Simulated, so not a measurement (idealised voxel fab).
Process module name: voxel quadruple lines
This is section cut - it's 155 nm across, gridded in 5 nm square cells.
If you're reading a cross-section in this doc, picture square cells in a grid; it comes to you as bands, top ones listed first down to the bottom, and a band can be one or more rows of cells. Heights first: top, then bottom, in nm. Then materials, left to right, each with a width in nm. "edge to edge" on a single material: fills the band edge to edge. "empty": empty space. Ref level 0: as-received wafer is one material below here. Bottom band extends down with no lower bound ("top 0, no bottom"). The two numbers in a width such as "30..40" mark its ends across the band: the first belongs to the top row of cells, the second to the bottom row, and from each row to the next the width moves by the same amount. Given "no alteration" for a step, no cell of the cross-section differs between before and after that step. Look at "Unvented voids" for the closed voids: empty spaces with no open path to the top, sized 8 cells or up. Each is width x height at distance, distance from the left edge, all nm. Formally, on a step line, whatever follows the settings is a remark that the simulator itself makes on the step. overlay nm: where the mask lay relative to plan, measured to the right, on steps with a mask; negatives go left.

Planned process steps:
1) RECEIVE [material Si]
2) CONFORMAL_DEP [material SiO2] [thk nm 5]
3) DIRECTIONAL_DEP [material W] [thk nm 10]
4) DIRECTIONAL_DEP [material polySi] [thk nm 15]
5) DIRECTIONAL_DEP [material aC] [thk nm 20]
6) PATTERN [tone cover] [mask id MANDREL] [material resist] [width nm 35] [thk nm 30] [overlay nm 0]
7) DIRECTIONAL_ETCH [etch materials aC] [depth nm 20]
8) STRIP [etch materials resist]
9) CONFORMAL_DEP [material SiO2] [thk nm 15]
10) DIRECTIONAL_ETCH [etch materials SiO2] [depth nm 15]
11) STRIP [etch materials aC]
12) DIRECTIONAL_ETCH [etch materials polySi] [depth nm 15]
13) STRIP [etch materials SiO2]
14) CONFORMAL_DEP [material SiCN] [thk nm 10]
15) DIRECTIONAL_ETCH [etch materials SiCN] [depth nm 10]
16) STRIP [etch materials polySi]
17) DIRECTIONAL_ETCH [etch materials W] [depth nm 10]
18) STRIP [etch materials SiCN]

Cross-section of the incoming wafer, state after step 1:
> top 0, no bottom: Si edge to edge
> Unvented voids: none

What the wafer looks like in cross-section after this module, when it starts as shown above and follows the plan above but one mistake is made in running it:
> top 30, bottom 15: empty=45; polySi=15; empty=35; polySi=15; empty=45
> top 15, bottom 5: empty=45; W=15; empty=35; W=15; empty=45
> top 5, bottom 0: SiO2 edge to edge
> top 0, no bottom: Si edge to edge
> Unvented voids: none
It is concluded that the wafer was processed incorrectly with respect to the plan, in that step 16 off recipe, ran as STRIP [etch materials SiCN]
